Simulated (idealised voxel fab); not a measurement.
process module | voxel spacer lines
cross-section cut | 170 nm wide | cells 5 nm
A cross-section is a grid of square cells, given in bands from the top down. A band is one or more rows of cells.
Each band's line starts with the height of the band's top and of its bottom, in nm. Then come its materials from left to right, each with its width in nm. One material with "throughout" fills the band from edge to edge. "air" is empty space.
Height 0 is the level under which the wafer as received is all one material. The lowest band goes on downwards, as in "0 down".
A width such as "30 to 40" changes by the same amount from each row of cells to the next, from the band's top row to its bottom row.
"no change" after a step means that no cell of the cross-section changed.
closed voids: empty space of 8 cells or more with no open way to the top, each as width x height at its distance from the left edge, in nm
after a step's settings: what the simulator itself notes on the step
overlay nm, on a step with a mask: how far to the right of its planned place the mask lay; to the left if negative
plan
1 op RECEIVE | material Si
2 op CONFORMAL_DEP | material Al2O3 | thk nm 10
3 op DIRECTIONAL_DEP | material TiN | thk nm 10
4 op DIRECTIONAL_DEP | material polySi | thk nm 25
5 op PATTERN | tone cover | mask id MANDREL | material resist | width nm 15 | pitch nm 60 | thk nm 35 | overlay nm 0
6 op DIRECTIONAL_ETCH | etch materials polySi | depth nm 25
7 op STRIP | etch materials resist
8 op CONFORMAL_DEP | material SiO2 | thk nm 15
9 op DIRECTIONAL_ETCH | etch materials SiO2 | depth nm 15
10 op STRIP | etch materials polySi
11 op DIRECTIONAL_ETCH | etch materials TiN | depth nm 10
12 op STRIP | etch materials SiO2
13 op FILL_DEP | material lowk | thk nm 5
14 op CMP | height nm 20
first wafer, as planned
as received, after step 1
  0 down: Si throughout
  closed voids: none
after step 2
  10 to 0: Al2O3 throughout
  below 0: unchanged
after step 3
  20 to 10: TiN throughout
  below 10: unchanged
after step 4
  45 to 20: polySi throughout
  below 20: unchanged
after step 5
  80 to 45: air 45 | resist 15 | air 45 | resist 15 | air 50
  below 45: unchanged
after step 6
  80 to 45: air 45 | resist 15 | air 45 | resist 15 | air 50
  45 to 20: air 45 | polySi 15 | air 45 | polySi 15 | air 50
  below 20: unchanged
after step 7
  45 to 20: air 45 | polySi 15 | air 45 | polySi 15 | air 50
  below 20: unchanged
after step 8
  60 to 45: air 30 | SiO2 45 | air 15 | SiO2 45 | air 35
  45 to 35: air 30 | SiO2 15 | polySi 15 | SiO2 15 | air 15 | SiO2 15 | polySi 15 | SiO2 15 | air 35
  35 to 20: SiO2 45 | polySi 15 | SiO2 45 | polySi 15 | SiO2 50
  below 20: unchanged
after step 9
  45 to 20: air 30 | SiO2 15 | polySi 15 | SiO2 15 | air 15 | SiO2 15 | polySi 15 | SiO2 15 | air 35
  below 20: unchanged
after step 10
  45 to 20: air 30 | SiO2 15 | air 15 | SiO2 15 | air 15 | SiO2 15 | air 15 | SiO2 15 | air 35
  below 20: unchanged
after step 11
  45 to 20: air 30 | SiO2 15 | air 15 | SiO2 15 | air 15 | SiO2 15 | air 15 | SiO2 15 | air 35
  20 to 10: air 30 | TiN 15 | air 15 | TiN 15 | air 15 | TiN 15 | air 15 | TiN 15 | air 35
  below 10: unchanged
after step 12
  20 to 10: air 30 | TiN 15 | air 15 | TiN 15 | air 15 | TiN 15 | air 15 | TiN 15 | air 35
  below 10: unchanged
after step 13
  25 to 20: lowk throughout
  20 to 10: lowk 30 | TiN 15 | lowk 15 | TiN 15 | lowk 15 | TiN 15 | lowk 15 | TiN 15 | lowk 35
  below 10: unchanged
after step 14
  20 to 10: lowk 30 | TiN 15 | lowk 15 | TiN 15 | lowk 15 | TiN 15 | lowk 15 | TiN 15 | lowk 35
  below 10: unchanged
second wafer: like start, like plan, one mistake. Through step 11 it matches the first wafer
when step 12 should have ended: no change
when step 13 should have ended
  50 to 45: lowk throughout
  45 to 20: lowk 30 | SiO2 15 | lowk 15 | SiO2 15 | lowk 15 | SiO2 15 | lowk 15 | SiO2 15 | lowk 35
  20 to 10: lowk 30 | TiN 15 | lowk 15 | TiN 15 | lowk 15 | TiN 15 | lowk 15 | TiN 15 | lowk 35
  below 10: unchanged
when step 14 should have ended
  20 to 10: lowk 30 | TiN 15 | lowk 15 | TiN 15 | lowk 15 | TiN 15 | lowk 15 | TiN 15 | lowk 35
  below 10: unchanged
what went wrong: step 12 was left out
at the end the two cross-sections are the same: no effect in what this model computes
